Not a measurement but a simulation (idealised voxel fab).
This section sets out a process module, namely voxel wiring stack.
Pictured: cross-section cut, 225 nm wide, on a grid of 5 nm square cells.
Cross-section, as written here: a square-cell grid given band by band from the top down, where a band holds one or more rows of cells. Quick guide to a band line: top height, bottom height (nm) up front; then every material left to right with its width in nm. Only one material and it's marked "full width"? Then it fills the band edge to edge. And "empty" just means empty space. Note: height 0 marks the level under which the wafer is uniformly one material as received. Lowest band unbounded below, written "z 0 and below". Read "30 to 40" as a graded width: first number on top, second number at the bottom, same change between each pair of neighbouring rows. "left unchanged" (step): cross-section cells unchanged, all of them. If an empty space has no open way to the top and is at least 8 cells in size, "Closed internal voids" lists it, written width x height at distance, where distance is measured from the left edge and every value is in nm. On each step's line, the part that comes after the settings is the simulator's own comment on the step. The optional step-line setting "overlay nm" applies to steps with a mask and quantifies how far to the right of its planned location the mask lay, a negative value indicating leftward placement. If you're wondering how to read the rest of this, here's the deal. It's pairs of cross-sections: one from before a process step, one from after it. The after one is only drawn as far down as the lowest band that changed. Right under each pair you'll see which step sits between them and what its settings were. Don't read the pairs as one continuous story, though. They can come from different runs of this module on the same starting wafer, and a pair only carries on from the one above it where its entry headed "Pre-step condition" says so.
# Pre-step condition
	z 155 to 150 = 35 nm TiN, then 15 nm empty, then 30 nm TiN, then 15 nm empty, then 30 nm TiN, then 15 nm empty, then 30 nm TiN, then 15 nm empty, then 40 nm TiN
	z 150 to 140 = 30 nm lowk, then 5 nm TiN, then 15 nm empty, then 5 nm TiN, then 20 nm lowk, then 5 nm TiN, then 15 nm empty, then 5 nm TiN, then 20 nm lowk, then 5 nm TiN, then 15 nm empty, then 5 nm TiN, then 20 nm lowk, then 5 nm TiN, then 15 nm empty, then 5 nm TiN, then 35 nm lowk
	z 140 to 135 = 30 nm lowk, then 5 nm TiN, then 5 nm empty, then 15 nm TiN, then 20 nm lowk, then 5 nm TiN, then 5 nm empty, then 15 nm TiN, then 20 nm lowk, then 5 nm TiN, then 5 nm empty, then 15 nm TiN, then 20 nm lowk, then 5 nm TiN, then 5 nm empty, then 15 nm TiN, then 35 nm lowk
	z 135 to 125 = 30 nm lowk, then 5 nm TiN, then 5 nm empty, then 5 nm TiN, then 30 nm lowk, then 5 nm TiN, then 5 nm empty, then 5 nm TiN, then 30 nm lowk, then 5 nm TiN, then 5 nm empty, then 5 nm TiN, then 30 nm lowk, then 5 nm TiN, then 5 nm empty, then 5 nm TiN, then 45 nm lowk
	z 125 to 120 = 30 nm SiCN, then 15 nm TiN, then 30 nm SiCN, then 15 nm TiN, then 30 nm SiCN, then 15 nm TiN, then 30 nm SiCN, then 15 nm TiN, then 45 nm SiCN
	z 120 to 100 = 25 nm SiO2, then 5 nm SiCN, then 25 nm W, then 5 nm SiCN, then 10 nm SiO2, then 5 nm SiCN, then 25 nm W, then 5 nm SiCN, then 10 nm SiO2, then 5 nm SiCN, then 25 nm W, then 5 nm SiCN, then 10 nm SiO2, then 5 nm SiCN, then 25 nm W, then 5 nm SiCN, then 30 nm SiO2
	z 100 to 95 = 30 nm SiCN, then 25 nm TiN, then 20 nm SiCN, then 25 nm TiN, then 20 nm SiCN, then 25 nm TiN, then 20 nm SiCN, then 25 nm TiN, then 35 nm SiCN
	z 95 to 80 = 30 nm SiO2, then 5 nm TiN, then 10 nm Cu, then 5 nm TiN, then 70 nm SiO2, then 5 nm TiN, then 10 nm Cu, then 5 nm TiN, then 85 nm SiO2
	z 80 to 75 = 30 nm SiCN, then 20 nm TiN, then 70 nm SiCN, then 20 nm TiN, then 85 nm SiCN
	z 75 to 65 = 30 nm lowk, then 5 nm TiN, then 15 nm Cu, then 5 nm TiN, then 20 nm lowk, then 5 nm TiN, then 15 nm Cu, then 5 nm TiN, then 20 nm lowk, then 5 nm TiN, then 15 nm Cu, then 5 nm TiN, then 20 nm lowk, then 5 nm TiN, then 15 nm Cu, then 5 nm TiN, then 35 nm lowk
	z 65 to 60 = 30 nm lowk, then 5 nm TiN, then 5 nm Cu, then 15 nm TiN, then 20 nm lowk, then 5 nm TiN, then 5 nm Cu, then 15 nm TiN, then 20 nm lowk, then 5 nm TiN, then 5 nm Cu, then 15 nm TiN, then 20 nm lowk, then 5 nm TiN, then 5 nm Cu, then 15 nm TiN, then 35 nm lowk
	z 60 to 50 = 30 nm lowk, then 5 nm TiN, then 5 nm Cu, then 5 nm TiN, then 30 nm lowk, then 5 nm TiN, then 5 nm Cu, then 5 nm TiN, then 30 nm lowk, then 5 nm TiN, then 5 nm Cu, then 5 nm TiN, then 30 nm lowk, then 5 nm TiN, then 5 nm Cu, then 5 nm TiN, then 45 nm lowk
	z 50 to 45 = 30 nm SiCN, then 15 nm TiN, then 30 nm SiCN, then 15 nm TiN, then 30 nm SiCN, then 15 nm TiN, then 30 nm SiCN, then 15 nm TiN, then 45 nm SiCN
	z 45 to 20 = 30 nm SiO2, then 5 nm TiN, then 15 nm W, then 5 nm TiN, then 20 nm SiO2, then 5 nm TiN, then 15 nm W, then 5 nm TiN, then 20 nm SiO2, then 5 nm TiN, then 15 nm W, then 5 nm TiN, then 20 nm SiO2, then 5 nm TiN, then 15 nm W, then 5 nm TiN, then 35 nm SiO2
	z 20 to 15 = 30 nm SiCN, then 25 nm TiN, then 20 nm SiCN, then 25 nm TiN, then 20 nm SiCN, then 25 nm TiN, then 20 nm SiCN, then 25 nm TiN, then 35 nm SiCN
	z 15 to 0 = SiO2 full width
	z 0 and below = Si full width
	Closed internal voids: none
# Cross-Section Thereafter
	z 165 to 155 = Ru full width
	z 155 to 150 = 35 nm TiN, then 15 nm Ru, then 30 nm TiN, then 15 nm Ru, then 30 nm TiN, then 15 nm Ru, then 30 nm TiN, then 15 nm Ru, then 40 nm TiN
	z 150 to 140 = 30 nm lowk, then 5 nm TiN, then 15 nm Ru, then 5 nm TiN, then 20 nm lowk, then 5 nm TiN, then 15 nm Ru, then 5 nm TiN, then 20 nm lowk, then 5 nm TiN, then 15 nm Ru, then 5 nm TiN, then 20 nm lowk, then 5 nm TiN, then 15 nm Ru, then 5 nm TiN, then 35 nm lowk
	z 140 to 135 = 30 nm lowk, then 5 nm TiN, then 5 nm Ru, then 15 nm TiN, then 20 nm lowk, then 5 nm TiN, then 5 nm Ru, then 15 nm TiN, then 20 nm lowk, then 5 nm TiN, then 5 nm Ru, then 15 nm TiN, then 20 nm lowk, then 5 nm TiN, then 5 nm Ru, then 15 nm TiN, then 35 nm lowk
	z 135 to 125 = 30 nm lowk, then 5 nm TiN, then 5 nm Ru, then 5 nm TiN, then 30 nm lowk, then 5 nm TiN, then 5 nm Ru, then 5 nm TiN, then 30 nm lowk, then 5 nm TiN, then 5 nm Ru, then 5 nm TiN, then 30 nm lowk, then 5 nm TiN, then 5 nm Ru, then 5 nm TiN, then 45 nm lowk
	Below 125, the layers are the same as they were.
	Closed internal voids: none
The before and after cross-sections above are linked by FILL_DEP, material Ru, thk nm 10
Pre-step condition: It is represented by the cross-section appearing after the step of the pair directly above.
# Cross-Section Thereafter
	z 150 to 140 = 30 nm lowk, then 5 nm TiN, then 15 nm Ru, then 5 nm TiN, then 20 nm lowk, then 5 nm TiN, then 15 nm Ru, then 5 nm TiN, then 20 nm lowk, then 5 nm TiN, then 15 nm Ru, then 5 nm TiN, then 20 nm lowk, then 5 nm TiN, then 15 nm Ru, then 5 nm TiN, then 35 nm lowk
	Below 140, the layers are the same as they were.
	Closed internal voids: none
The before and after cross-sections above are linked by CMP, height nm 150
Pre-step condition: It is represented by the cross-section appearing after the step of the pair directly above.
# Cross-Section Thereafter
	z 155 to 150 = SiCN full width
	Below 150, the layers are the same as they were.
	Closed internal voids: none
The before and after cross-sections above are linked by CONFORMAL_DEP, material SiCN, thk nm 5
# Pre-step condition
	z 150 to 125 = lowk full width
	z 125 to 120 = SiCN full width
	z 120 to 100 = 25 nm SiO2, then 5 nm SiCN, then 25 nm W, then 5 nm SiCN, then 10 nm SiO2, then 5 nm SiCN, then 25 nm W, then 5 nm SiCN, then 10 nm SiO2, then 5 nm SiCN, then 25 nm W, then 5 nm SiCN, then 10 nm SiO2, then 5 nm SiCN, then 25 nm W, then 5 nm SiCN, then 30 nm SiO2
	z 100 to 95 = 30 nm SiCN, then 25 nm TiN, then 20 nm SiCN, then 25 nm TiN, then 20 nm SiCN, then 25 nm TiN, then 20 nm SiCN, then 25 nm TiN, then 35 nm SiCN
	z 95 to 80 = 30 nm SiO2, then 5 nm TiN, then 5 nm Cu, then 5 nm TiN, then 75 nm SiO2, then 5 nm TiN, then 5 nm Cu, then 5 nm TiN, then 90 nm SiO2
	z 80 to 75 = 30 nm SiCN, then 15 nm TiN, then 75 nm SiCN, then 15 nm TiN, then 90 nm SiCN
	z 75 to 65 = 30 nm lowk, then 5 nm TiN, then 15 nm Cu, then 5 nm TiN, then 20 nm lowk, then 5 nm TiN, then 15 nm Cu, then 5 nm TiN, then 20 nm lowk, then 5 nm TiN, then 15 nm Cu, then 5 nm TiN, then 20 nm lowk, then 5 nm TiN, then 15 nm Cu, then 5 nm TiN, then 35 nm lowk
	z 65 to 60 = 30 nm lowk, then 5 nm TiN, then 5 nm Cu, then 15 nm TiN, then 20 nm lowk, then 5 nm TiN, then 5 nm Cu, then 15 nm TiN, then 20 nm lowk, then 5 nm TiN, then 5 nm Cu, then 15 nm TiN, then 20 nm lowk, then 5 nm TiN, then 5 nm Cu, then 15 nm TiN, then 35 nm lowk
	z 60 to 50 = 30 nm lowk, then 5 nm TiN, then 5 nm Cu, then 5 nm TiN, then 30 nm lowk, then 5 nm TiN, then 5 nm Cu, then 5 nm TiN, then 30 nm lowk, then 5 nm TiN, then 5 nm Cu, then 5 nm TiN, then 30 nm lowk, then 5 nm TiN, then 5 nm Cu, then 5 nm TiN, then 45 nm lowk
	z 50 to 45 = 30 nm SiCN, then 15 nm TiN, then 30 nm SiCN, then 15 nm TiN, then 30 nm SiCN, then 15 nm TiN, then 30 nm SiCN, then 15 nm TiN, then 45 nm SiCN
	z 45 to 20 = 30 nm SiO2, then 5 nm TiN, then 15 nm W, then 5 nm TiN, then 20 nm SiO2, then 5 nm TiN, then 15 nm W, then 5 nm TiN, then 20 nm SiO2, then 5 nm TiN, then 15 nm W, then 5 nm TiN, then 20 nm SiO2, then 5 nm TiN, then 15 nm W, then 5 nm TiN, then 35 nm SiO2
	z 20 to 15 = 30 nm SiCN, then 25 nm TiN, then 20 nm SiCN, then 25 nm TiN, then 20 nm SiCN, then 25 nm TiN, then 20 nm SiCN, then 25 nm TiN, then 35 nm SiCN
	z 15 to 0 = SiO2 full width
	z 0 and below = Si full width
	Closed internal voids: none
# Cross-Section Thereafter
	z 165 to 150 = 25 nm resist, then 25 nm empty, then 20 nm resist, then 25 nm empty, then 20 nm resist, then 25 nm empty, then 20 nm resist, then 25 nm empty, then 40 nm resist
	Below 150, the layers are the same as they were.
	Closed internal voids: none
The before and after cross-sections above are linked by PATTERN, tone open, mask id METAL_4, material resist, width nm 25, pitch nm 45, thk nm 15, overlay nm -5
Pre-step condition: It is represented by the cross-section appearing after the step of the pair directly above.
# Cross-Section Thereafter
	z 165 to 150 = 25 nm resist, then 25 nm empty, then 20 nm resist, then 25 nm empty, then 20 nm resist, then 25 nm empty, then 20 nm resist, then 25 nm empty, then 40 nm resist
	z 150 to 135 = 25 nm lowk, then 25 nm empty, then 20 nm lowk, then 25 nm empty, then 20 nm lowk, then 25 nm empty, then 20 nm lowk, then 25 nm empty, then 40 nm lowk
	Below 135, the layers are the same as they were.
	Closed internal voids: none
The before and after cross-sections above are linked by DIRECTIONAL_ETCH, etch materials lowk, depth nm 15
Pre-step condition: It is represented by the cross-section appearing after the step of the pair directly above.
# Cross-Section Thereafter
	z 150 to 135 = 25 nm lowk, then 25 nm empty, then 20 nm lowk, then 25 nm empty, then 20 nm lowk, then 25 nm empty, then 20 nm lowk, then 25 nm empty, then 40 nm lowk
	Below 135, the layers are the same as they were.
	Closed internal voids: none
The before and after cross-sections above are linked by STRIP, etch materials resist
Pre-step condition: It is represented by the cross-section appearing after the step of the pair directly above.
# Cross-Section Thereafter
	z 160 to 150 = 25 nm aC, then 25 nm empty, then 20 nm aC, then 25 nm empty, then 20 nm aC, then 25 nm empty, then 20 nm aC, then 25 nm empty, then 40 nm aC
	z 150 to 145 = 25 nm lowk, then 25 nm empty, then 20 nm lowk, then 25 nm empty, then 20 nm lowk, then 25 nm empty, then 20 nm lowk, then 25 nm empty, then 40 nm lowk
	z 145 to 135 = 25 nm lowk, then 25 nm aC, then 20 nm lowk, then 25 nm aC, then 20 nm lowk, then 25 nm aC, then 20 nm lowk, then 25 nm aC, then 40 nm lowk
	Below 135, the layers are the same as they were.
	Closed internal voids: none
The before and after cross-sections above are linked by DIRECTIONAL_DEP, material aC, thk nm 10
Pre-step condition: It is represented by the cross-section appearing after the step of the pair directly above.
# Cross-Section Thereafter
	z 190 to 160 = 30 nm resist, then 15 nm empty, then 30 nm resist, then 15 nm empty, then 30 nm resist, then 15 nm empty, then 30 nm resist, then 15 nm empty, then 45 nm resist
	z 160 to 150 = 25 nm aC, then 5 nm resist, then 15 nm empty, then 5 nm resist, then 20 nm aC, then 5 nm resist, then 15 nm empty, then 5 nm resist, then 20 nm aC, then 5 nm resist, then 15 nm empty, then 5 nm resist, then 20 nm aC, then 5 nm resist, then 15 nm empty, then 5 nm resist, then 40 nm aC
	z 150 to 145 = 25 nm lowk, then 5 nm resist, then 15 nm empty, then 5 nm resist, then 20 nm lowk, then 5 nm resist, then 15 nm empty, then 5 nm resist, then 20 nm lowk, then 5 nm resist, then 15 nm empty, then 5 nm resist, then 20 nm lowk, then 5 nm resist, then 15 nm empty, then 5 nm resist, then 40 nm lowk
	Below 145, the layers are the same as they were.
	Closed internal voids: none
The before and after cross-sections above are linked by PATTERN, tone open, mask id METAL_4_HOLES, material resist, width nm 15, pitch nm 45, thk nm 30, overlay nm 0
Pre-step condition: It is represented by the cross-section appearing after the step of the pair directly above.
# Cross-Section Thereafter
	z 180 to 160 = 30 nm resist, then 15 nm empty, then 30 nm resist, then 15 nm empty, then 30 nm resist, then 15 nm empty, then 30 nm resist, then 15 nm empty, then 45 nm resist
	z 160 to 150 = 25 nm aC, then 5 nm resist, then 15 nm empty, then 5 nm resist, then 20 nm aC, then 5 nm resist, then 15 nm empty, then 5 nm resist, then 20 nm aC, then 5 nm resist, then 15 nm empty, then 5 nm resist, then 20 nm aC, then 5 nm resist, then 15 nm empty, then 5 nm resist, then 40 nm aC
	z 150 to 145 = 25 nm lowk, then 5 nm resist, then 15 nm empty, then 5 nm resist, then 20 nm lowk, then 5 nm resist, then 15 nm empty, then 5 nm resist, then 20 nm lowk, then 5 nm resist, then 15 nm empty, then 5 nm resist, then 20 nm lowk, then 5 nm resist, then 15 nm empty, then 5 nm resist, then 40 nm lowk
	z 145 to 135 = 25 nm lowk, then 5 nm aC, then 15 nm empty, then 5 nm aC, then 20 nm lowk, then 5 nm aC, then 15 nm empty, then 5 nm aC, then 20 nm lowk, then 5 nm aC, then 15 nm empty, then 5 nm aC, then 20 nm lowk, then 5 nm aC, then 15 nm empty, then 5 nm aC, then 40 nm lowk
	Below 135, the layers are the same as they were.
	Closed internal voids: none
The before and after cross-sections above are linked by DIRECTIONAL_ETCH, etch materials aC, depth nm 10
Pre-step condition: It is represented by the cross-section appearing after the step of the pair directly above.
# Cross-Section Thereafter
	z 160 to 150 = 25 nm aC, then 25 nm empty, then 20 nm aC, then 25 nm empty, then 20 nm aC, then 25 nm empty, then 20 nm aC, then 25 nm empty, then 40 nm aC
	z 150 to 145 = 25 nm lowk, then 25 nm empty, then 20 nm lowk, then 25 nm empty, then 20 nm lowk, then 25 nm empty, then 20 nm lowk, then 25 nm empty, then 40 nm lowk
	Below 145, the layers are the same as they were.
	Closed internal voids: none
The before and after cross-sections above are linked by STRIP, etch materials resist
Pre-step condition: It is represented by the cross-section appearing after the step of the pair directly above.
# Cross-Section Thereafter
	z 160 to 150 = 25 nm aC, then 25 nm empty, then 20 nm aC, then 25 nm empty, then 20 nm aC, then 25 nm empty, then 20 nm aC, then 25 nm empty, then 40 nm aC
	z 150 to 145 = 25 nm lowk, then 25 nm empty, then 20 nm lowk, then 25 nm empty, then 20 nm lowk, then 25 nm empty, then 20 nm lowk, then 25 nm empty, then 40 nm lowk
	z 145 to 135 = 25 nm lowk, then 5 nm aC, then 15 nm empty, then 5 nm aC, then 20 nm lowk, then 5 nm aC, then 15 nm empty, then 5 nm aC, then 20 nm lowk, then 5 nm aC, then 15 nm empty, then 5 nm aC, then 20 nm lowk, then 5 nm aC, then 15 nm empty, then 5 nm aC, then 40 nm lowk
	z 135 to 125 = 30 nm lowk, then 15 nm empty, then 30 nm lowk, then 15 nm empty, then 30 nm lowk, then 15 nm empty, then 30 nm lowk, then 15 nm empty, then 45 nm lowk
	Below 125, the layers are the same as they were.
	Closed internal voids: none
The before and after cross-sections above are linked by DIRECTIONAL_ETCH, etch materials lowk, depth nm 10
Pre-step condition: It is represented by the cross-section appearing after the step of the pair directly above.
# Cross-Section Thereafter
	z 160 to 150 = 25 nm aC, then 25 nm empty, then 20 nm aC, then 25 nm empty, then 20 nm aC, then 25 nm empty, then 20 nm aC, then 25 nm empty, then 40 nm aC
	z 150 to 145 = 25 nm lowk, then 25 nm empty, then 20 nm lowk, then 25 nm empty, then 20 nm lowk, then 25 nm empty, then 20 nm lowk, then 25 nm empty, then 40 nm lowk
	z 145 to 135 = 25 nm lowk, then 5 nm aC, then 15 nm empty, then 5 nm aC, then 20 nm lowk, then 5 nm aC, then 15 nm empty, then 5 nm aC, then 20 nm lowk, then 5 nm aC, then 15 nm empty, then 5 nm aC, then 20 nm lowk, then 5 nm aC, then 15 nm empty, then 5 nm aC, then 40 nm lowk
	z 135 to 125 = 30 nm lowk, then 15 nm empty, then 30 nm lowk, then 15 nm empty, then 30 nm lowk, then 15 nm empty, then 30 nm lowk, then 15 nm empty, then 45 nm lowk
	z 125 to 120 = 30 nm SiCN, then 15 nm empty, then 30 nm SiCN, then 15 nm empty, then 30 nm SiCN, then 15 nm empty, then 30 nm SiCN, then 15 nm empty, then 45 nm SiCN
	Below 120, the layers are the same as they were.
	Closed internal voids: none
The before and after cross-sections above are linked by DIRECTIONAL_ETCH, etch materials SiCN, depth nm 5
Pre-step condition: It is represented by the cross-section appearing after the step of the pair directly above.
# Cross-Section Thereafter
	z 150 to 135 = 25 nm lowk, then 25 nm empty, then 20 nm lowk, then 25 nm empty, then 20 nm lowk, then 25 nm empty, then 20 nm lowk, then 25 nm empty, then 40 nm lowk
	Below 135, the layers are the same as they were.
	Closed internal voids: none
The before and after cross-sections above are linked by STRIP, etch materials aC
Pre-step condition: It is represented by the cross-section appearing after the step of the pair directly above.
# Cross-Section Thereafter
	z 155 to 150 = 30 nm TiN, then 15 nm empty, then 30 nm TiN, then 15 nm empty, then 30 nm TiN, then 15 nm empty, then 30 nm TiN, then 15 nm empty, then 45 nm TiN
	z 150 to 140 = 25 nm lowk, then 5 nm TiN, then 15 nm empty, then 5 nm TiN, then 20 nm lowk, then 5 nm TiN, then 15 nm empty, then 5 nm TiN, then 20 nm lowk, then 5 nm TiN, then 15 nm empty, then 5 nm TiN, then 20 nm lowk, then 5 nm TiN, then 15 nm empty, then 5 nm TiN, then 40 nm lowk
	z 140 to 135 = 25 nm lowk, then 10 nm TiN, then 5 nm empty, then 10 nm TiN, then 20 nm lowk, then 10 nm TiN, then 5 nm empty, then 10 nm TiN, then 20 nm lowk, then 10 nm TiN, then 5 nm empty, then 10 nm TiN, then 20 nm lowk, then 10 nm TiN, then 5 nm empty, then 10 nm TiN, then 40 nm lowk
	z 135 to 125 = 30 nm lowk, then 5 nm TiN, then 5 nm empty, then 5 nm TiN, then 30 nm lowk, then 5 nm TiN, then 5 nm empty, then 5 nm TiN, then 30 nm lowk, then 5 nm TiN, then 5 nm empty, then 5 nm TiN, then 30 nm lowk, then 5 nm TiN, then 5 nm empty, then 5 nm TiN, then 45 nm lowk
	z 125 to 120 = 30 nm SiCN, then 15 nm TiN, then 30 nm SiCN, then 15 nm TiN, then 30 nm SiCN, then 15 nm TiN, then 30 nm SiCN, then 15 nm TiN, then 45 nm SiCN
	Below 120, the layers are the same as they were.
	Closed internal voids: none
The before and after cross-sections above are linked by CONFORMAL_DEP, material TiN, thk nm 5
Pre-step condition: It is represented by the cross-section appearing after the step of the pair directly above.
# Cross-Section Thereafter
	z 165 to 155 = Ru full width
	z 155 to 150 = 30 nm TiN, then 15 nm Ru, then 30 nm TiN, then 15 nm Ru, then 30 nm TiN, then 15 nm Ru, then 30 nm TiN, then 15 nm Ru, then 45 nm TiN
	z 150 to 140 = 25 nm lowk, then 5 nm TiN, then 15 nm Ru, then 5 nm TiN, then 20 nm lowk, then 5 nm TiN, then 15 nm Ru, then 5 nm TiN, then 20 nm lowk, then 5 nm TiN, then 15 nm Ru, then 5 nm TiN, then 20 nm lowk, then 5 nm TiN, then 15 nm Ru, then 5 nm TiN, then 40 nm lowk
	z 140 to 135 = 25 nm lowk, then 10 nm TiN, then 5 nm Ru, then 10 nm TiN, then 20 nm lowk, then 10 nm TiN, then 5 nm Ru, then 10 nm TiN, then 20 nm lowk, then 10 nm TiN, then 5 nm Ru, then 10 nm TiN, then 20 nm lowk, then 10 nm TiN, then 5 nm Ru, then 10 nm TiN, then 40 nm lowk
	z 135 to 125 = 30 nm lowk, then 5 nm TiN, then 5 nm Ru, then 5 nm TiN, then 30 nm lowk, then 5 nm TiN, then 5 nm Ru, then 5 nm TiN, then 30 nm lowk, then 5 nm TiN, then 5 nm Ru, then 5 nm TiN, then 30 nm lowk, then 5 nm TiN, then 5 nm Ru, then 5 nm TiN, then 45 nm lowk
	Below 125, the layers are the same as they were.
	Closed internal voids: none
The before and after cross-sections above are linked by FILL_DEP, material Ru, thk nm 10
Pre-step condition: It is represented by the cross-section appearing after the step of the pair directly above.
# Cross-Section Thereafter
	z 150 to 140 = 25 nm lowk, then 5 nm TiN, then 15 nm Ru, then 5 nm TiN, then 20 nm lowk, then 5 nm TiN, then 15 nm Ru, then 5 nm TiN, then 20 nm lowk, then 5 nm TiN, then 15 nm Ru, then 5 nm TiN, then 20 nm lowk, then 5 nm TiN, then 15 nm Ru, then 5 nm TiN, then 40 nm lowk
	Below 140, the layers are the same as they were.
	Closed internal voids: none
The before and after cross-sections above are linked by CMP, height nm 150
Pre-step condition: It is represented by the cross-section appearing after the step of the pair directly above.
# Cross-Section Thereafter
	z 155 to 150 = SiCN full width
	Below 150, the layers are the same as they were.
	Closed internal voids: none
The before and after cross-sections above are linked by CONFORMAL_DEP, material SiCN, thk nm 5
# Pre-step condition
	z 95 to 80 = 30 nm SiO2, then 15 nm empty, then 75 nm SiO2, then 15 nm empty, then 90 nm SiO2
	z 80 to 75 = 30 nm SiCN, then 15 nm empty, then 75 nm SiCN, then 15 nm empty, then 90 nm SiCN
	z 75 to 65 = 30 nm lowk, then 5 nm TiN, then 15 nm Cu, then 5 nm TiN, then 20 nm lowk, then 5 nm TiN, then 15 nm Cu, then 5 nm TiN, then 20 nm lowk, then 5 nm TiN, then 15 nm Cu, then 5 nm TiN, then 20 nm lowk, then 5 nm TiN, then 15 nm Cu, then 5 nm TiN, then 35 nm lowk
	z 65 to 60 = 30 nm lowk, then 5 nm TiN, then 5 nm Cu, then 15 nm TiN, then 20 nm lowk, then 5 nm TiN, then 5 nm Cu, then 15 nm TiN, then 20 nm lowk, then 5 nm TiN, then 5 nm Cu, then 15 nm TiN, then 20 nm lowk, then 5 nm TiN, then 5 nm Cu, then 15 nm TiN, then 35 nm lowk
	z 60 to 50 = 30 nm lowk, then 5 nm TiN, then 5 nm Cu, then 5 nm TiN, then 30 nm lowk, then 5 nm TiN, then 5 nm Cu, then 5 nm TiN, then 30 nm lowk, then 5 nm TiN, then 5 nm Cu, then 5 nm TiN, then 30 nm lowk, then 5 nm TiN, then 5 nm Cu, then 5 nm TiN, then 45 nm lowk
	z 50 to 45 = 30 nm SiCN, then 15 nm TiN, then 30 nm SiCN, then 15 nm TiN, then 30 nm SiCN, then 15 nm TiN, then 30 nm SiCN, then 15 nm TiN, then 45 nm SiCN
	z 45 to 20 = 30 nm SiO2, then 5 nm TiN, then 15 nm W, then 5 nm TiN, then 20 nm SiO2, then 5 nm TiN, then 15 nm W, then 5 nm TiN, then 20 nm SiO2, then 5 nm TiN, then 15 nm W, then 5 nm TiN, then 20 nm SiO2, then 5 nm TiN, then 15 nm W, then 5 nm TiN, then 35 nm SiO2
	z 20 to 15 = 30 nm SiCN, then 25 nm TiN, then 20 nm SiCN, then 25 nm TiN, then 20 nm SiCN, then 25 nm TiN, then 20 nm SiCN, then 25 nm TiN, then 35 nm SiCN
	z 15 to 0 = SiO2 full width
	z 0 and below = Si full width
	Closed internal voids: none
# Cross-Section Thereafter
	z 100 to 80 = 35 nm SiO2, then 5 nm empty, then 85 nm SiO2, then 5 nm empty, then 95 nm SiO2
	z 80 to 75 = 30 nm SiCN, then 15 nm SiO2, then 75 nm SiCN, then 15 nm SiO2, then 90 nm SiCN
	Below 75, the layers are the same as they were.
	Closed internal voids: none
The before and after cross-sections above are linked by CONFORMAL_DEP, material SiO2, thk nm 5
Pre-step condition: It is represented by the cross-section appearing after the step of the pair directly above.
# Cross-Section Thereafter
	z 105 to 100 = Cu full width
	z 100 to 80 = 35 nm SiO2, then 5 nm Cu, then 85 nm SiO2, then 5 nm Cu, then 95 nm SiO2
	Below 80, the layers are the same as they were.
	Closed internal voids: none
The before and after cross-sections above are linked by FILL_DEP, material Cu, thk nm 5
Pre-step condition: It is represented by the cross-section appearing after the step of the pair directly above.
# Cross-Section Thereafter
	z 95 to 80 = 35 nm SiO2, then 5 nm Cu, then 85 nm SiO2, then 5 nm Cu, then 95 nm SiO2
	Below 80, the layers are the same as they were.
	Closed internal voids: none
The before and after cross-sections above are linked by CMP, height nm 95
Pre-step condition: It is represented by the cross-section appearing after the step of the pair directly above.
# Cross-Section Thereafter
	z 100 to 95 = TiN full width
	Below 95, the layers are the same as they were.
	Closed internal voids: none
The before and after cross-sections above are linked by DIRECTIONAL_DEP, material TiN, thk nm 5
Pre-step condition: It is represented by the cross-section appearing after the step of the pair directly above.
# Cross-Section Thereafter
	z 120 to 100 = W full width
	Below 100, the layers are the same as they were.
	Closed internal voids: none
The before and after cross-sections above are linked by DIRECTIONAL_DEP, material W, thk nm 20
Pre-step condition: It is represented by the cross-section appearing after the step of the pair directly above.
# Cross-Section Thereafter
	z 130 to 120 = aC full width
	Below 120, the layers are the same as they were.
	Closed internal voids: none
The before and after cross-sections above are linked by DIRECTIONAL_DEP, material aC, thk nm 10
Pre-step condition: It is represented by the cross-section appearing after the step of the pair directly above.
# Cross-Section Thereafter
	z 155 to 130 = 30 nm empty, then 25 nm resist, then 20 nm empty, then 25 nm resist, then 20 nm empty, then 25 nm resist, then 20 nm empty, then 25 nm resist, then 35 nm empty
	Below 130, the layers are the same as they were.
	Closed internal voids: none
The before and after cross-sections above are linked by PATTERN, tone cover, mask id METAL_3, material resist, width nm 25, pitch nm 45, thk nm 25, overlay nm 0
Pre-step condition: It is represented by the cross-section appearing after the step of the pair directly above.
# Cross-Section Thereafter
	z 145 to 130 = 30 nm empty, then 25 nm resist, then 20 nm empty, then 25 nm resist, then 20 nm empty, then 25 nm resist, then 20 nm empty, then 25 nm resist, then 35 nm empty
	z 130 to 120 = 30 nm empty, then 25 nm aC, then 20 nm empty, then 25 nm aC, then 20 nm empty, then 25 nm aC, then 20 nm empty, then 25 nm aC, then 35 nm empty
	Below 120, the layers are the same as they were.
	Closed internal voids: none
The before and after cross-sections above are linked by DIRECTIONAL_ETCH, etch materials aC, depth nm 10
Pre-step condition: It is represented by the cross-section appearing after the step of the pair directly above.
# Cross-Section Thereafter
	z 130 to 120 = 30 nm empty, then 25 nm aC, then 20 nm empty, then 25 nm aC, then 20 nm empty, then 25 nm aC, then 20 nm empty, then 25 nm aC, then 35 nm empty
	Below 120, the layers are the same as they were.
	Closed internal voids: none
The before and after cross-sections above are linked by STRIP, etch materials resist
Pre-step condition: It is represented by the cross-section appearing after the step of the pair directly above.
# Cross-Section Thereafter
	z 130 to 120 = 30 nm empty, then 25 nm aC, then 20 nm empty, then 25 nm aC, then 20 nm empty, then 25 nm aC, then 20 nm empty, then 25 nm aC, then 35 nm empty
	z 120 to 100 = 30 nm empty, then 25 nm W, then 20 nm empty, then 25 nm W, then 20 nm empty, then 25 nm W, then 20 nm empty, then 25 nm W, then 35 nm empty
	Below 100, the layers are the same as they were.
	Closed internal voids: none
The before and after cross-sections above are linked by DIRECTIONAL_ETCH, etch materials W, depth nm 20
Pre-step condition: It is represented by the cross-section appearing after the step of the pair directly above.
# Cross-Section Thereafter
	z 130 to 120 = 30 nm empty, then 25 nm aC, then 20 nm empty, then 25 nm aC, then 20 nm empty, then 25 nm aC, then 20 nm empty, then 25 nm aC, then 35 nm empty
	z 120 to 100 = 30 nm empty, then 25 nm W, then 20 nm empty, then 25 nm W, then 20 nm empty, then 25 nm W, then 20 nm empty, then 25 nm W, then 35 nm empty
	z 100 to 95 = 30 nm empty, then 25 nm TiN, then 20 nm empty, then 25 nm TiN, then 20 nm empty, then 25 nm TiN, then 20 nm empty, then 25 nm TiN, then 35 nm empty
	Below 95, the layers are the same as they were.
	Closed internal voids: none
The before and after cross-sections above are linked by DIRECTIONAL_ETCH, etch materials TiN, depth nm 5
Pre-step condition: It is represented by the cross-section appearing after the step of the pair directly above.
# Cross-Section Thereafter
	z 120 to 100 = 30 nm empty, then 25 nm W, then 20 nm empty, then 25 nm W, then 20 nm empty, then 25 nm W, then 20 nm empty, then 25 nm W, then 35 nm empty
	Below 100, the layers are the same as they were.
	Closed internal voids: none
The before and after cross-sections above are linked by STRIP, etch materials aC
